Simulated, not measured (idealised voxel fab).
process module | voxel air gaps
cross-section cut | 175 nm wide | cells 5 nm
A cross-section is a grid of square cells, given in bands from the top down. A band is one or more rows of cells.
Each band's line starts with the height of the band's top and of its bottom, in nm. Then come its materials from left to right, each with its width in nm. One material with "throughout" fills the band from edge to edge. "air" is empty space.
Height 0 is the level under which the wafer as received is all one material. The lowest band goes on downwards, as in "0 down".
A width such as "30 to 40" changes by the same amount from each row of cells to the next, from the band's top row to its bottom row.
"no change" after a step means that no cell of the cross-section changed.
closed voids: empty space of 8 cells or more with no open way to the top, each as width x height at its distance from the left edge, in nm
after a step's settings: what the simulator itself notes on the step
overlay nm, on a step with a mask: how far to the right of its planned place the mask lay; to the left if negative
plan
1 op RECEIVE | material Si
2 op CONFORMAL_DEP | material SiO2 | thk nm 10
3 op CONFORMAL_DEP | material SiN | thk nm 5
4 op DIRECTIONAL_DEP | material lowk | thk nm 40
5 op PATTERN | tone open | mask id LINES | material resist | width nm 20 | pitch nm 45 | thk nm 20 | overlay nm 0
6 op DIRECTIONAL_ETCH | etch materials lowk | depth nm 40
7 op STRIP | etch materials resist
8 op CONFORMAL_DEP | material TiN | thk nm 5
9 op FILL_DEP | material Cu | thk nm 10
10 op CMP | height nm 55
11 op EPI | material Ru | thk nm 10
12 op SELECTIVE_ETCH | etch materials lowk | depth nm 50
13 op CONFORMAL_DEP | material SiN | thk nm 5
as received, after step 1
  0 down: Si throughout
  closed voids: none
first wafer at the end, as planned
  70 to 65: air 15 | SiN 140 | air 20
  65 to 55: air 15 | SiN 5 | Ru 40 | SiN 5 | Ru 40 | SiN 5 | Ru 40 | SiN 5 | air 20
  55 to 50: air 15 | SiN 15 | TiN 5 | Cu 10 | TiN 5 | SiN 25 | TiN 5 | Cu 10 | TiN 5 | SiN 25 | TiN 5 | Cu 10 | TiN 5 | SiN 15 | air 20
  50 to 20: air 25 | SiN 5 | TiN 5 | Cu 10 | TiN 5 | SiN 5 | air 15 | SiN 5 | TiN 5 | Cu 10 | TiN 5 | SiN 5 | air 15 | SiN 5 | TiN 5 | Cu 10 | TiN 5 | SiN 5 | air 30
  20 to 15: SiN 30 | TiN 20 | SiN 25 | TiN 20 | SiN 25 | TiN 20 | SiN 35
  15 to 10: SiN throughout
  10 to 0: SiO2 throughout
  0 down: Si throughout
  closed voids: 15 x 30 at 55; 15 x 30 at 100
second wafer at the end: like start, like plan, one mistake
  80 to 75: SiN throughout
  75 to 65: Ru throughout
  65 to 60: Cu throughout
  60 to 55: TiN 35 | Cu 10 | TiN 35 | Cu 10 | TiN 35 | Cu 10 | TiN 40
  55 to 20: lowk 30 | TiN 5 | Cu 10 | TiN 5 | lowk 25 | TiN 5 | Cu 10 | TiN 5 | lowk 25 | TiN 5 | Cu 10 | TiN 5 | lowk 35
  20 to 15: lowk 30 | TiN 20 | lowk 25 | TiN 20 | lowk 25 | TiN 20 | lowk 35
  15 to 10: SiN throughout
  10 to 0: SiO2 throughout
  0 down: Si throughout
  closed voids: none
what went wrong: step 10 ran as: op CMP | height nm 65
at the end the second wafer has, in cells: 41 more of Cu | 22 more of Ru | 76 fewer of SiN | 29 more of TiN | 184 more of lowk
closed voids at the end (first wafer, second wafer): 2, 0
